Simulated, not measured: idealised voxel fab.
Process module, titled voxel transistor to metal
The width of the displayed cross-section, cut, is 235 nm; its cells are square, with a size of 5 nm.
Reading order for cross-sections: top band down to bottom band. Underlying form: a grid of square cells. Band size: one or more rows of cells. The band entry comprises the height of the band's top followed by the height of its bottom, expressed in nm, and subsequently the band's materials from left to right, each stated together with its width in nm. Where a single material is marked with the word "everywhere", that material fills the band from edge to edge. The word "air" represents empty space. Height 0 is the level under which the wafer as received is all one material. The lowest band goes on downwards, as in "0 and below". Quick explanation for "30 to 40": the width changes in equal steps down the rows of cells, from the first number in the band's top row to the second number in its bottom row. A step reported as "all unchanged" is a step in which no cell of the cross-section changed. Each empty space that has no open way to the top and spans at least 8 cells appears under "Enclosed internal voids" as width x height at distance, the distance counted from the left edge, all in nm. Whatever follows a step's settings on its line is a remark the simulator itself makes about that step. overlay nm: mask right of planned place by this much (step with mask). Neg. = left.
## Process steps (planned)
- 1: RECEIVE | material Si
- 2: OXIDIZE | depth nm 5
- 3: CONFORMAL_DEP | material SiN | thk nm 15
- 4: DIRECTIONAL_DEP | material aC | thk nm 15
- 5: PATTERN | tone cover | mask id ACTIVE | material resist | width nm 85 | pitch nm 105 | thk nm 35 | overlay nm 0
- 6: DIRECTIONAL_ETCH | etch materials aC | depth nm 15
- 7: STRIP | etch materials resist
- 8: DIRECTIONAL_ETCH | etch materials SiN | depth nm 15
- 9: DIRECTIONAL_ETCH | etch materials SiO2 | depth nm 5
- 10: DIRECTIONAL_ETCH | etch materials Si | depth nm 30
- 11: STRIP | etch materials aC
- 12: OXIDIZE | depth nm 5
- 13: FILL_DEP | material SiO2 | thk nm 15
- 14: CMP | height nm 15
- 15: SELECTIVE_ETCH | etch materials SiO2 | depth nm 10
- 16: STRIP | etch materials SiN
- 17: SELECTIVE_ETCH | etch materials SiO2 | depth nm 5
- 18: OXIDIZE | depth nm 5
- 19: DIRECTIONAL_DEP | material polySi | thk nm 20
- 20: DIRECTIONAL_DEP | material SiCN | thk nm 15
- 21: DIRECTIONAL_DEP | material aC | thk nm 10
- 22: PATTERN | tone cover | mask id GATE | material resist | width nm 15 | pitch nm 105 | thk nm 30 | overlay nm 0
- 23: DIRECTIONAL_ETCH | etch materials aC | depth nm 10
- 24: STRIP | etch materials resist
- 25: DIRECTIONAL_ETCH | etch materials SiCN | depth nm 25
- 26: DIRECTIONAL_ETCH | etch materials polySi | depth nm 30
- 27: STRIP | etch materials aC
- 28: CONFORMAL_DEP | material SiO2 | thk nm 5
- 29: DIRECTIONAL_ETCH | etch materials SiO2 | depth nm 5
- 30: CONFORMAL_DEP | material SiN | thk nm 5
- 31: DIRECTIONAL_ETCH | etch materials SiN | depth nm 5
- 32: DIRECTIONAL_ETCH | etch materials SiO2 | depth nm 5
- 33: DIRECTIONAL_ETCH | etch materials Si | depth nm 5
- 34: EPI | material SiGe | thk nm 5
- 35: FILL_DEP | material SiO2 | thk nm 5
- 36: CMP | height nm 30
- 37: DIRECTIONAL_DEP | material SiO2 | thk nm 10
- 38: PATTERN | tone open | mask id CONTACT | material resist | width nm 15 | thk nm 15 | overlay nm 0
- 39: DIRECTIONAL_ETCH | etch materials SiO2 | depth nm 50
- 40: STRIP | etch materials resist
- 41: CONFORMAL_DEP | material TiN | thk nm 5
- 42: FILL_DEP | material W | thk nm 10
- 43: CMP | height nm 40
- 44: DIRECTIONAL_DEP | material TiN | thk nm 5
- 45: DIRECTIONAL_DEP | material W | thk nm 25
- 46: MASKED_ETCH | tone cover | mask id METAL_1 | width nm 15 | etch materials W | depth nm 25 | overlay nm 0
- 47: MASKED_ETCH | tone cover | mask id METAL_1 | width nm 15 | etch materials TiN | depth nm 5 | overlay nm 0
- 48: FILL_DEP | material SiO2 | thk nm 10
- 49: CMP | height nm 70
- 50: CONFORMAL_DEP | material SiCN | thk nm 5
- 51: DIRECTIONAL_DEP | material SiO2 | thk nm 30
- 52: PATTERN | tone open | mask id METAL_2 | material resist | width nm 15 | pitch nm 105 | thk nm 15 | overlay nm 0
- 53: DIRECTIONAL_ETCH | etch materials SiO2 | depth nm 15
- 54: STRIP | etch materials resist
- 55: PATTERN | tone open | mask id METAL_2_HOLES | material resist | width nm 15 | pitch nm 105 | thk nm 20 | overlay nm 0
- 56: DIRECTIONAL_ETCH | etch materials SiO2 | depth nm 15
- 57: DIRECTIONAL_ETCH | etch materials SiCN | depth nm 5
- 58: STRIP | etch materials resist
- 59: CONFORMAL_DEP | material TiN | thk nm 5
- 60: FILL_DEP | material Ru | thk nm 5
- 61: CMP | height nm 105
- 62: CONFORMAL_DEP | material SiCN | thk nm 5
## This is the cross-section of the wafer as we received it, i.e. after step 1
    0 and below: Si everywhere
    Enclosed internal voids: none
## Cross-sectional image of the first of two wafers at the end of the module, the run having proceeded as planned
    110 down to 105: SiCN everywhere
    105 down to 75: 25 nm SiO2 / 5 nm TiN / 5 nm Ru / 5 nm TiN / 90 nm SiO2 / 5 nm TiN / 5 nm Ru / 5 nm TiN / 90 nm SiO2
    75 down to 70: 25 nm SiCN / 15 nm TiN / 90 nm SiCN / 15 nm TiN / 90 nm SiCN
    70 down to 45: 25 nm SiO2 / 15 nm W / 45 nm SiO2 / 15 nm W / 30 nm SiO2 / 15 nm W / 45 nm SiO2 / 15 nm W / 30 nm SiO2
    45 down to 40: 25 nm SiO2 / 15 nm TiN / 45 nm SiO2 / 15 nm TiN / 30 nm SiO2 / 15 nm TiN / 45 nm SiO2 / 15 nm TiN / 30 nm SiO2
    40 down to 30: 25 nm SiO2 / 5 nm TiN / 5 nm W / 5 nm TiN / 45 nm SiO2 / 5 nm TiN / 5 nm W / 5 nm TiN / 30 nm SiO2 / 5 nm TiN / 5 nm W / 5 nm TiN / 45 nm SiO2 / 5 nm TiN / 5 nm W / 5 nm TiN / 30 nm SiO2
    30 down to 15: 25 nm SiO2 / 5 nm TiN / 5 nm W / 5 nm TiN / 5 nm SiO2 / 5 nm SiN / 5 nm SiO2 / 15 nm SiCN / 5 nm SiO2 / 5 nm SiN / 5 nm SiO2 / 5 nm TiN / 5 nm W / 5 nm TiN / 30 nm SiO2 / 5 nm TiN / 5 nm W / 5 nm TiN / 5 nm SiO2 / 5 nm SiN / 5 nm SiO2 / 15 nm SiCN / 5 nm SiO2 / 5 nm SiN / 5 nm SiO2 / 5 nm TiN / 5 nm W / 5 nm TiN / 30 nm SiO2
    15 down to 0: 25 nm SiO2 / 5 nm TiN / 5 nm W / 5 nm TiN / 5 nm SiO2 / 5 nm SiN / 5 nm SiO2 / 15 nm polySi / 5 nm SiO2 / 5 nm SiN / 5 nm SiO2 / 5 nm TiN / 5 nm W / 5 nm TiN / 30 nm SiO2 / 5 nm TiN / 5 nm W / 5 nm TiN / 5 nm SiO2 / 5 nm SiN / 5 nm SiO2 / 15 nm polySi / 5 nm SiO2 / 5 nm SiN / 5 nm SiO2 / 5 nm TiN / 5 nm W / 5 nm TiN / 30 nm SiO2
    0 down to -5: 20 nm SiO2 / 5 nm SiN / 5 nm TiN / 5 nm W / 5 nm TiN / 5 nm SiO2 / 5 nm SiN / 5 nm SiO2 / 15 nm polySi / 5 nm SiO2 / 5 nm SiN / 5 nm SiO2 / 5 nm TiN / 5 nm W / 5 nm TiN / 5 nm SiN / 20 nm SiO2 / 5 nm SiN / 5 nm TiN / 5 nm W / 5 nm TiN / 5 nm SiO2 / 5 nm SiN / 5 nm SiO2 / 15 nm polySi / 5 nm SiO2 / 5 nm SiN / 5 nm SiO2 / 5 nm TiN / 5 nm W / 5 nm TiN / 5 nm SiN / 25 nm SiO2
    -5 down to -10: 25 nm SiO2 / 15 nm TiN / 5 nm SiGe / 35 nm SiO2 / 5 nm SiGe / 15 nm TiN / 30 nm SiO2 / 15 nm TiN / 5 nm SiGe / 35 nm SiO2 / 5 nm SiGe / 15 nm TiN / 30 nm SiO2
    -10 down to -15: 25 nm SiO2 / 20 nm SiGe / 35 nm Si / 20 nm SiGe / 30 nm SiO2 / 20 nm SiGe / 35 nm Si / 20 nm SiGe / 30 nm SiO2
    -15 down to -40: 25 nm SiO2 / 75 nm Si / 30 nm SiO2 / 75 nm Si / 30 nm SiO2
    -40 and below: Si everywhere
    Enclosed internal voids: none
## End-of-module cross-section of the second wafer: identical starting point and process plan to the first, with one processing mistake
    110 down to 105: SiCN everywhere
    105 down to 75: 25 nm SiO2 / 5 nm TiN / 5 nm Ru / 5 nm TiN / 90 nm SiO2 / 5 nm TiN / 5 nm Ru / 5 nm TiN / 90 nm SiO2
    75 down to 70: 25 nm SiCN / 15 nm TiN / 90 nm SiCN / 15 nm TiN / 90 nm SiCN
    70 down to 45: 25 nm SiO2 / 15 nm W / 45 nm SiO2 / 15 nm W / 30 nm SiO2 / 15 nm W / 45 nm SiO2 / 15 nm W / 30 nm SiO2
    45 down to 40: 25 nm SiO2 / 15 nm TiN / 45 nm SiO2 / 15 nm TiN / 30 nm SiO2 / 15 nm TiN / 45 nm SiO2 / 15 nm TiN / 30 nm SiO2
    40 down to 30: 25 nm SiO2 / 5 nm TiN / 5 nm W / 5 nm TiN / 45 nm SiO2 / 5 nm TiN / 5 nm W / 5 nm TiN / 30 nm SiO2 / 5 nm TiN / 5 nm W / 5 nm TiN / 45 nm SiO2 / 5 nm TiN / 5 nm W / 5 nm TiN / 30 nm SiO2
    30 down to 25: 25 nm SiO2 / 5 nm TiN / 5 nm W / 5 nm TiN / 5 nm SiO2 / 5 nm SiN / 5 nm SiO2 / 15 nm SiCN / 5 nm SiO2 / 5 nm SiN / 5 nm SiO2 / 5 nm TiN / 5 nm W / 5 nm TiN / 30 nm SiO2 / 5 nm TiN / 5 nm W / 5 nm TiN / 5 nm SiO2 / 5 nm SiN / 5 nm SiO2 / 15 nm SiCN / 5 nm SiO2 / 5 nm SiN / 5 nm SiO2 / 5 nm TiN / 5 nm W / 5 nm TiN / 30 nm SiO2
    25 down to 20: 15 nm SiCN / 5 nm SiO2 / 5 nm SiN / 15 nm TiN / 5 nm SiO2 / 5 nm SiN / 5 nm SiO2 / 15 nm SiCN / 5 nm SiO2 / 5 nm SiN / 5 nm SiO2 / 15 nm TiN / 5 nm SiN / 5 nm SiO2 / 10 nm SiCN / 5 nm SiO2 / 5 nm SiN / 15 nm TiN / 5 nm SiO2 / 5 nm SiN / 5 nm SiO2 / 15 nm SiCN / 5 nm SiO2 / 5 nm SiN / 5 nm SiO2 / 15 nm TiN / 5 nm SiN / 5 nm SiO2 / 20 nm SiCN
    20 down to 15: 15 nm polySi / 95 nm SiCN / 10 nm polySi / 95 nm SiCN / 20 nm polySi
    15 down to 0: polySi everywhere
    0 down to -5: 15 nm SiO2 / 95 nm polySi / 10 nm SiO2 / 95 nm polySi / 20 nm SiO2
    -5 down to -10: SiO2 everywhere
    -10 down to -40: 25 nm SiO2 / 75 nm Si / 30 nm SiO2 / 75 nm Si / 30 nm SiO2
    -40 and below: Si everywhere
    Enclosed internal voids: none
Finding, execution versus plan: step 20 of the plan was performed twice
Final difference in cells, second wafer against first, listed per material as more or fewer: 16 more of Si | 41 more of SiCN | 20 fewer of SiGe | 20 fewer of SiN | 109 fewer of SiO2 | 48 fewer of TiN | 24 fewer of W | 164 more of polySi
